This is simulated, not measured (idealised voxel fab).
Process module, titled voxel air gaps
Shown is cross-section cut, with a width of 245 nm and square cells of size 5 nm.
Square cells in a grid make up a cross-section in this document, and the grid is given as bands, listed from the top down, each one or more rows of cells.
Heads up on the band format: heights come first, top then bottom, in nm. After that it's the materials left to right, each with its width in nm. A single material flagged "throughout" fills the whole band edge to edge, and "air" means there's empty space there.
Heights from 0 (as-received wafer is one material below). Bottom band endless downward, as "0 and below".
It should be noted that a width expressed as "30->40" varies in equal increments from row to row of cells within the band, taking the value of the first number at the top row and that of the second number at the bottom row.
For the purposes of this document, the phrase "no alteration" attached to a step denotes that no cell within the cross-section was modified by that step.
In the "Sealed cavities" entry, you get each enclosed empty space of 8 cells or more, one with no open way to the top, written width x height at distance, distance from the left edge, in nm.
Step line, after settings: the simulator's comment on this step.
You can add "overlay nm" to a step's line. For a step with a mask, it describes how far the mask lay to the right of its planned position, and a negative number describes a lay to the left.
**Set out below are the planned steps of the process**
step 1: RECEIVE: material Si
step 2: CONFORMAL_DEP: material SiO2, thk nm 10
step 3: CONFORMAL_DEP: material SiCN, thk nm 5
step 4: DIRECTIONAL_DEP: material SiO2, thk nm 40
step 5: DIRECTIONAL_DEP: material aC, thk nm 15
step 6: PATTERN: tone open, mask id LINES, material resist, width nm 25, pitch nm 55, thk nm 30, overlay nm 0
step 7: DIRECTIONAL_ETCH: etch materials aC, depth nm 15
step 8: STRIP: etch materials resist
step 9: DIRECTIONAL_ETCH: etch materials SiO2, depth nm 40
step 10: STRIP: etch materials aC
step 11: CONFORMAL_DEP: material TiN, thk nm 5
step 12: FILL_DEP: material W, thk nm 10
step 13: CMP: height nm 55
step 14: EPI: material Ru, thk nm 10
step 15: SELECTIVE_ETCH: etch materials SiO2, depth nm 50
step 16: CONFORMAL_DEP: material SiCN, thk nm 5
**Cross-section of the wafer upon arrival, representing the state reached after step 1**
- 0 and below | Si throughout
- Sealed cavities: none
**End state of the module in cross-section, given the above starting point and plan and one mistake in execution**
- 70 down to 65 | air=10  SiCN=220  air=15
- 65 down to 55 | air=10  SiCN=5  Ru=45  SiCN=10  Ru=45  SiCN=10  Ru=45  SiCN=10  Ru=45  SiCN=5  air=15
- 55 down to 50 | air=10  SiCN=15  TiN=5  W=15  TiN=5  SiCN=30  TiN=5  W=15  TiN=5  SiCN=30  TiN=5  W=15  TiN=5  SiCN=30  TiN=5  W=15  TiN=5  SiCN=15  air=15
- 50 down to 30 | air=20  SiCN=5  TiN=5  W=15  TiN=5  SiCN=5  air=20  SiCN=5  TiN=5  W=15  TiN=5  SiCN=5  air=20  SiCN=5  TiN=5  W=15  TiN=5  SiCN=5  air=20  SiCN=5  TiN=5  W=15  TiN=5  SiCN=5  air=25
- 30 down to 25 | SiCN=25  TiN=25  SiCN=30  TiN=25  SiCN=30  TiN=25  SiCN=30  TiN=25  SiCN=30
- 25 down to 10 | SiCN throughout
- 10 down to 0 | SiO2 throughout
- 0 and below | Si throughout
- Sealed cavities: 20 x 20 at 55; 20 x 20 at 110; 20 x 20 at 165
Heads up, the wafer didn't run the way we planned it: step 3 ran as: CONFORMAL_DEP: material SiCN, thk nm 15
